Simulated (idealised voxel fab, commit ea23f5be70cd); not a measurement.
Herein follows the process module entitled voxel spacer lines.
Cross-section cut spans 270 nm and uses square cells 5 nm in size.
When this document writes out a cross-section, it uses a grid of square cells and lists it as bands, beginning at the top and moving down, with a band standing for one or more rows of cells. It is stipulated that each band's entry specify, in nanometres, the height of the top of the band and then that of its bottom, followed by the materials of the band in left-to-right sequence, each together with its width in nanometres. A single material marked by the word "full width" is understood to fill the band from edge to edge; the word "empty" is understood to denote empty space. Zero point of the height axis is 0; under it, received wafer = one material. Lowest band: continues down indefinitely, "top 0, no bottom". Width spec "30 to 40" -> top row of cells at first value, bottom row at second value, equal per-row change in between. "no modifications" for a step: no cell of the cross-section changed in that step. Any empty space of 8 cells or more lacking an open way to the top shows up in "Sealed void inventory" as width x height at distance, distance from the left edge, in nm. Step line, after settings: the simulator's comment on this step. On any step carrying a mask, the "overlay nm" setting, if present on the step's line, tells how far right of its planned place the mask lay; negative values point to the left.

Process steps foreseen in the plan:
- 1: RECEIVE [material Si]
- 2: CONFORMAL_DEP [material Al2O3] [thk nm 5]
- 3: DIRECTIONAL_DEP [material SiN] [thk nm 15]
- 4: DIRECTIONAL_DEP [material aC] [thk nm 20]
- 5: PATTERN [tone cover] [mask id MANDREL] [material resist] [width nm 25] [pitch nm 70] [thk nm 25] [overlay nm 0]
- 6: DIRECTIONAL_ETCH [etch materials aC] [depth nm 20]
- 7: STRIP [etch materials resist]
- 8: CONFORMAL_DEP [material SiO2] [thk nm 10]
- 9: DIRECTIONAL_ETCH [etch materials SiO2] [depth nm 10]
- 10: STRIP [etch materials aC]
- 11: DIRECTIONAL_ETCH [etch materials SiN] [depth nm 15]
- 12: STRIP [etch materials SiO2]
- 13: FILL_DEP [material SiO2] [thk nm 10]
- 14: CMP [height nm 20]

As-received wafer cross-section (after step 1):
* top 0, no bottom = Si full width
* Sealed void inventory: none

Here's the cross-section of the first of our two wafers at the end of the module - it ran as planned:
* top 20, bottom 5 = SiO2: 40, then SiN: 10, then SiO2: 25, then SiN: 10, then SiO2: 25, then SiN: 10, then SiO2: 25, then SiN: 10, then SiO2: 25, then SiN: 10, then SiO2: 25, then SiN: 10, then SiO2: 45
* top 5, bottom 0 = Al2O3 full width
* top 0, no bottom = Si full width
* Sealed void inventory: none

Cross-section, wafer two of two, end of module: same start and plan as wafer one, one error in execution:
* top 20, bottom 5 = SiO2: 45, then SiN: 10, then SiO2: 15, then SiN: 10, then SiO2: 35, then SiN: 10, then SiO2: 15, then SiN: 10, then SiO2: 35, then SiN: 10, then SiO2: 15, then SiN: 10, then SiO2: 50
* top 5, bottom 0 = Al2O3 full width
* top 0, no bottom = Si full width
* Sealed void inventory: none
Deviation from plan: off-plan run, step 5, actual operation and settings PATTERN [tone cover] [mask id MANDREL] [material resist] [width nm 15] [pitch nm 70] [thk nm 25] [overlay nm 0]
Final wafers compared: equal cell tally per material, rearranged layout.
